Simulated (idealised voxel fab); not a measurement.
Herein follows the process module entitled voxel gate over fins.
Square cells of 5 nm make up the cross-section cut, whose width is 150 nm.
We lay out every cross-section as a grid of square cells and spell it out in bands from the top down, where one band means one or more rows of cells.
In this notation a band is specified by the heights of its top and bottom, in that order and in nm, after which its materials appear from left to right, each paired with its width in nm. The word "edge to edge" attached to a single material means that material fills the band from edge to edge; the word "blank" stands for empty space.
All heights in this document are referenced to 0, defined as the level beneath which the wafer, as received, consists entirely of one material. The lowest band is not bounded below; it extends indefinitely downward and is written in the form "z 0 and below".
A width such as "30->40" changes by the same amount from each row of cells to the next, from the band's top row to its bottom row.
"same as before" -> step changed no cross-section cell.
Closed-off voids of 8+ cells (no open route to the top) go in "Voids, enclosed", written width x height at distance from the left edge, in nm.
Step line, after settings: the simulator's comment on this step.
What "overlay nm" on a step's line means: if the step has a mask, that mask lay this far to the right of its planned place, or, when the value is negative, to the left.
**Planned step list for the process**
step 1: RECEIVE, material Si
step 2: CONFORMAL_DEP, material SiN, thk nm 10
step 3: DIRECTIONAL_DEP, material aC, thk nm 15
step 4: PATTERN, tone cover, mask id FINS, material resist, width nm 15, pitch nm 35, thk nm 35, overlay nm 0
step 5: DIRECTIONAL_ETCH, etch materials aC, depth nm 15
step 6: STRIP, etch materials resist
step 7: DIRECTIONAL_ETCH, etch materials SiN, depth nm 10
step 8: DIRECTIONAL_ETCH, etch materials Si, depth nm 35
step 9: STRIP, etch materials aC
step 10: OXIDIZE, depth nm 5
step 11: FILL_DEP, material SiO2, thk nm 15
step 12: CMP, height nm 10
step 13: SELECTIVE_ETCH, etch materials SiO2, depth nm 25
step 14: STRIP, etch materials SiN
step 15: CONFORMAL_DEP, material HfO2, thk nm 5
step 16: CONFORMAL_DEP, material TiN, thk nm 5
step 17: FILL_DEP, material W, thk nm 10
step 18: CMP, height nm 15
step 19: CONFORMAL_DEP, material SiCN, thk nm 5
**as received, after step 1**
	z 0 and below = Si edge to edge
	Voids, enclosed: none
**Sectioned view, first of two wafers, at the close of the module, processed as intended in the plan**
	z 20 to 15 = SiCN edge to edge
	z 15 to 10 = W edge to edge
	z 10 to 5 = W 45 nm, TiN 25 nm, W 10 nm, TiN 25 nm, W 45 nm
	z 5 to 0 = W 45 nm, TiN 5 nm, HfO2 15 nm, TiN 5 nm, W 10 nm, TiN 5 nm, HfO2 15 nm, TiN 5 nm, W 45 nm
	z 0 to -5 = W 45 nm, TiN 5 nm, HfO2 5 nm, Si 5 nm, HfO2 5 nm, TiN 5 nm, W 10 nm, TiN 5 nm, HfO2 5 nm, Si 5 nm, HfO2 5 nm, TiN 5 nm, W 45 nm
	z -5 to -10 = TiN 50 nm, HfO2 5 nm, Si 5 nm, HfO2 5 nm, TiN 20 nm, HfO2 5 nm, Si 5 nm, HfO2 5 nm, TiN 50 nm
	z -10 to -15 = HfO2 55 nm, Si 5 nm, HfO2 30 nm, Si 5 nm, HfO2 55 nm
	z -15 to -40 = SiO2 55 nm, Si 5 nm, SiO2 30 nm, Si 5 nm, SiO2 55 nm
	z -40 and below = Si edge to edge
	Voids, enclosed: none
**This cross-section belongs to the second wafer of two at the end of the module; the start and the plan were shared with the first, and the run included one mistake**
	z 20 to 15 = SiCN edge to edge
	z 15 to 10 = W edge to edge
	z 10 to 5 = W 45 nm, TiN 25 nm, W 10 nm, TiN 25 nm, W 45 nm
	z 5 to 0 = W 45 nm, TiN 5 nm, HfO2 15 nm, TiN 5 nm, W 10 nm, TiN 5 nm, HfO2 15 nm, TiN 5 nm, W 45 nm
	z 0 to -30 = W 45 nm, TiN 5 nm, HfO2 5 nm, Si 5 nm, HfO2 5 nm, TiN 5 nm, W 10 nm, TiN 5 nm, HfO2 5 nm, Si 5 nm, HfO2 5 nm, TiN 5 nm, W 45 nm
	z -30 to -35 = TiN 50 nm, HfO2 5 nm, Si 5 nm, HfO2 5 nm, TiN 20 nm, HfO2 5 nm, Si 5 nm, HfO2 5 nm, TiN 50 nm
	z -35 to -40 = HfO2 55 nm, Si 5 nm, HfO2 30 nm, Si 5 nm, HfO2 55 nm
	z -40 and below = Si edge to edge
	Voids, enclosed: none
Where did the run depart from the plan? step 13 of the plan was twice carried out
Once processing is complete, comparing cell counts shows that the second wafer has more or fewer of certain materials than the first: HfO2: 20 more | SiO2: 140 fewer | TiN: 20 more | W: 100 more
